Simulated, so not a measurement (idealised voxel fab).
Presented below is a process module, voxel trench capacitor.
FYI the section here is cut, 185 nm wide, cells are 5 nm squares.
In what follows, cross-sections appear as grids of square cells, described through bands that run from the top down, where every band is one or more rows of cells. Top height, bottom height, nm. Materials left to right, width each, nm. Single material + "full width" = fills band edge to edge. "air" = empty. Beneath 0, the wafer as received is one material, and that level is where height counting begins. The lowest band goes on downward without a bottom; it is written like "top 0, no bottom". Width: "30->40" (first number = top row, second number = bottom row, same change from row to row of cells). Given "nothing got changed" for a step, no cell of the cross-section differs between before and after that step. This entry, "Listed closed voids", enumerates those empty regions of no fewer than 8 cells that possess no open connection to the top. Each region is reported in the form width x height at distance, the distance being taken from the left edge, with all three quantities expressed in nm. On a step's line, text after the settings is the simulator commenting on that step. A step line may carry the setting "overlay nm", which, for steps involving a mask, states the distance by which the mask lay to the right of its intended position; negative values denote displacement to the left.
Steps in the process plan
1. RECEIVE (material Si)
2. CONFORMAL_DEP (material SiN; thk nm 5)
3. PATTERN (tone open; mask id TRENCH; material resist; width nm 30; pitch nm 50; thk nm 20; overlay nm 0)
4. DIRECTIONAL_ETCH (etch materials SiN; depth nm 5)
5. DIRECTIONAL_ETCH (etch materials Si; depth nm 25)
6. STRIP (etch materials resist)
7. CONFORMAL_DEP (material Al2O3; thk nm 5)
8. CONFORMAL_DEP (material TiN; thk nm 5)
9. FILL_DEP (material W; thk nm 10)
10. CMP (height nm 5)
The following pertains to the first of two wafers, which was processed as planned
Cross-section of the incoming wafer, state after step 1
- top 0, no bottom: Si full width
- Listed closed voids: none
You're looking at a cross-section of the wafer after step 2
- top 5, bottom 0: SiN full width
- Lower than 0, everything is as it was.
You're looking at a cross-section of the wafer after step 3
- top 25, bottom 5: resist (25); air (30); resist (20); air (30); resist (20); air (30); resist (30)
- Lower than 5, everything is as it was.
You're looking at a cross-section of the wafer after step 4
- top 25, bottom 5: resist (25); air (30); resist (20); air (30); resist (20); air (30); resist (30)
- top 5, bottom 0: SiN (25); air (30); SiN (20); air (30); SiN (20); air (30); SiN (30)
- Lower than 0, everything is as it was.
You're looking at a cross-section of the wafer after step 5
- top 25, bottom 5: resist (25); air (30); resist (20); air (30); resist (20); air (30); resist (30)
- top 5, bottom 0: SiN (25); air (30); SiN (20); air (30); SiN (20); air (30); SiN (30)
- top 0, bottom -25: Si (25); air (30); Si (20); air (30); Si (20); air (30); Si (30)
- Lower than -25, everything is as it was.
You're looking at a cross-section of the wafer after step 6
- top 5, bottom 0: SiN (25); air (30); SiN (20); air (30); SiN (20); air (30); SiN (30)
- Lower than 0, everything is as it was.
You're looking at a cross-section of the wafer after step 7
- top 10, bottom 5: Al2O3 (30); air (20); Al2O3 (30); air (20); Al2O3 (30); air (20); Al2O3 (35)
- top 5, bottom 0: SiN (25); Al2O3 (5); air (20); Al2O3 (5); SiN (20); Al2O3 (5); air (20); Al2O3 (5); SiN (20); Al2O3 (5); air (20); Al2O3 (5); SiN (30)
- top 0, bottom -20: Si (25); Al2O3 (5); air (20); Al2O3 (5); Si (20); Al2O3 (5); air (20); Al2O3 (5); Si (20); Al2O3 (5); air (20); Al2O3 (5); Si (30)
- top -20, bottom -25: Si (25); Al2O3 (30); Si (20); Al2O3 (30); Si (20); Al2O3 (30); Si (30)
- Lower than -25, everything is as it was.
You're looking at a cross-section of the wafer after step 8
- top 15, bottom 10: TiN (35); air (10); TiN (40); air (10); TiN (40); air (10); TiN (40)
- top 10, bottom 5: Al2O3 (30); TiN (5); air (10); TiN (5); Al2O3 (30); TiN (5); air (10); TiN (5); Al2O3 (30); TiN (5); air (10); TiN (5); Al2O3 (35)
- top 5, bottom 0: SiN (25); Al2O3 (5); TiN (5); air (10); TiN (5); Al2O3 (5); SiN (20); Al2O3 (5); TiN (5); air (10); TiN (5); Al2O3 (5); SiN (20); Al2O3 (5); TiN (5); air (10); TiN (5); Al2O3 (5); SiN (30)
- top 0, bottom -15: Si (25); Al2O3 (5); TiN (5); air (10); TiN (5); Al2O3 (5); Si (20); Al2O3 (5); TiN (5); air (10); TiN (5); Al2O3 (5); Si (20); Al2O3 (5); TiN (5); air (10); TiN (5); Al2O3 (5); Si (30)
- top -15, bottom -20: Si (25); Al2O3 (5); TiN (20); Al2O3 (5); Si (20); Al2O3 (5); TiN (20); Al2O3 (5); Si (20); Al2O3 (5); TiN (20); Al2O3 (5); Si (30)
- Lower than -20, everything is as it was.
You're looking at a cross-section of the wafer after step 9
- top 25, bottom 15: W full width
- top 15, bottom 10: TiN (35); W (10); TiN (40); W (10); TiN (40); W (10); TiN (40)
- top 10, bottom 5: Al2O3 (30); TiN (5); W (10); TiN (5); Al2O3 (30); TiN (5); W (10); TiN (5); Al2O3 (30); TiN (5); W (10); TiN (5); Al2O3 (35)
- top 5, bottom 0: SiN (25); Al2O3 (5); TiN (5); W (10); TiN (5); Al2O3 (5); SiN (20); Al2O3 (5); TiN (5); W (10); TiN (5); Al2O3 (5); SiN (20); Al2O3 (5); TiN (5); W (10); TiN (5); Al2O3 (5); SiN (30)
- top 0, bottom -15: Si (25); Al2O3 (5); TiN (5); W (10); TiN (5); Al2O3 (5); Si (20); Al2O3 (5); TiN (5); W (10); TiN (5); Al2O3 (5); Si (20); Al2O3 (5); TiN (5); W (10); TiN (5); Al2O3 (5); Si (30)
- Lower than -15, everything is as it was.
You're looking at a cross-section of the wafer after step 10
- top 5, bottom 0: SiN (25); Al2O3 (5); TiN (5); W (10); TiN (5); Al2O3 (5); SiN (20); Al2O3 (5); TiN (5); W (10); TiN (5); Al2O3 (5); SiN (20); Al2O3 (5); TiN (5); W (10); TiN (5); Al2O3 (5); SiN (30)
- Lower than 0, everything is as it was.
Second wafer, same starting state and plan as the first, one mistake in the run, identical through step 6
Second wafer: cross-section at the scheduled end of step 7
- top 10, bottom 5: TiN (30); air (20); TiN (30); air (20); TiN (30); air (20); TiN (35)
- top 5, bottom 0: SiN (25); TiN (5); air (20); TiN (5); SiN (20); TiN (5); air (20); TiN (5); SiN (20); TiN (5); air (20); TiN (5); SiN (30)
- top 0, bottom -20: Si (25); TiN (5); air (20); TiN (5); Si (20); TiN (5); air (20); TiN (5); Si (20); TiN (5); air (20); TiN (5); Si (30)
- top -20, bottom -25: Si (25); TiN (30); Si (20); TiN (30); Si (20); TiN (30); Si (30)
- Lower than -25, everything is as it was.
Second wafer: cross-section at the scheduled end of step 8
- top 15, bottom 10: Al2O3 (35); air (10); Al2O3 (40); air (10); Al2O3 (40); air (10); Al2O3 (40)
- top 10, bottom 5: TiN (30); Al2O3 (5); air (10); Al2O3 (5); TiN (30); Al2O3 (5); air (10); Al2O3 (5); TiN (30); Al2O3 (5); air (10); Al2O3 (5); TiN (35)
- top 5, bottom 0: SiN (25); TiN (5); Al2O3 (5); air (10); Al2O3 (5); TiN (5); SiN (20); TiN (5); Al2O3 (5); air (10); Al2O3 (5); TiN (5); SiN (20); TiN (5); Al2O3 (5); air (10); Al2O3 (5); TiN (5); SiN (30)
- top 0, bottom -15: Si (25); TiN (5); Al2O3 (5); air (10); Al2O3 (5); TiN (5); Si (20); TiN (5); Al2O3 (5); air (10); Al2O3 (5); TiN (5); Si (20); TiN (5); Al2O3 (5); air (10); Al2O3 (5); TiN (5); Si (30)
- top -15, bottom -20: Si (25); TiN (5); Al2O3 (20); TiN (5); Si (20); TiN (5); Al2O3 (20); TiN (5); Si (20); TiN (5); Al2O3 (20); TiN (5); Si (30)
- Lower than -20, everything is as it was.
Second wafer: cross-section at the scheduled end of step 9
- top 25, bottom 15: W full width
- top 15, bottom 10: Al2O3 (35); W (10); Al2O3 (40); W (10); Al2O3 (40); W (10); Al2O3 (40)
- top 10, bottom 5: TiN (30); Al2O3 (5); W (10); Al2O3 (5); TiN (30); Al2O3 (5); W (10); Al2O3 (5); TiN (30); Al2O3 (5); W (10); Al2O3 (5); TiN (35)
- top 5, bottom 0: SiN (25); TiN (5); Al2O3 (5); W (10); Al2O3 (5); TiN (5); SiN (20); TiN (5); Al2O3 (5); W (10); Al2O3 (5); TiN (5); SiN (20); TiN (5); Al2O3 (5); W (10); Al2O3 (5); TiN (5); SiN (30)
- top 0, bottom -15: Si (25); TiN (5); Al2O3 (5); W (10); Al2O3 (5); TiN (5); Si (20); TiN (5); Al2O3 (5); W (10); Al2O3 (5); TiN (5); Si (20); TiN (5); Al2O3 (5); W (10); Al2O3 (5); TiN (5); Si (30)
- Lower than -15, everything is as it was.
Second wafer: cross-section at the scheduled end of step 10
- top 5, bottom 0: SiN (25); TiN (5); Al2O3 (5); W (10); Al2O3 (5); TiN (5); SiN (20); TiN (5); Al2O3 (5); W (10); Al2O3 (5); TiN (5); SiN (20); TiN (5); Al2O3 (5); W (10); Al2O3 (5); TiN (5); SiN (30)
- Lower than 0, everything is as it was.
Run error: the run placed steps 7 and 8 each in the position the plan gave to the other
at the end the second wafer has, in cells: Al2O3 -12, TiN +12
